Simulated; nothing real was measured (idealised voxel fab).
Proc. module: voxel local oxidation
Square cells of 5 nm make up the cross-section cut, whose width is 270 nm.
Format of a cross-section: grid, square cells. Given as bands. Order: top down. Band: one or more rows of cells.
Each band's line starts with the height of the band's top and of its bottom, in nm. Then come its materials from left to right, each with its width in nm. One material with "edge to edge" fills the band from edge to edge. "air" is empty space.
A quick word on heights: they are counted from 0, and under that level the wafer as it came to us is one material throughout. The lowest band is different from the rest in having no bottom; it simply continues downward, written as in "from 0 down".
A width given as "30..40" starts at the first number in the band's top row and ends at the second number in its bottom row, shifting by an equal amount at every step from row to row.
Take "no change occurred" at face value: in the step it is given for, the cross-section changed in none of its cells.
Entry "Enclosed voids". Content: empty spaces with no open connection to the top, size 8 cells or greater. Each: width x height at distance. Distance: from left edge. Unit: nm.
Anything after a step's settings on that line? It's the simulator's own note about the step.
overlay nm: how far to the right of its planned place the mask lay on this masked step (negative: to the left).
PLAN
1,RECEIVE (material Si)
2,OXIDIZE (depth nm 5)
3,CONFORMAL_DEP (material SiN; thk nm 10)
4,MASKED_ETCH (tone cover; mask id ACTIVE; width nm 100; etch materials SiN; depth nm 10; overlay nm 0)
5,SELECTIVE_ETCH (etch materials SiO2; depth nm 5)
6,OXIDIZE (depth nm 15)
7,STRIP (etch materials SiN)
CROSS-SECTION OF THE INCOMING WAFER, STATE AFTER STEP 1
* from 0 down = Si edge to edge
* Enclosed voids: none
CROSS-SECTION AT MODULE END, ONE RUN ERROR; START AND PLAN UNCHANGED FROM ABOVE
* from -5 to -20 = SiO2 edge to edge
* from -20 down = Si edge to edge
* Enclosed voids: none
What was the processing mistake? step 3 of the plan got skipped, so it never ran
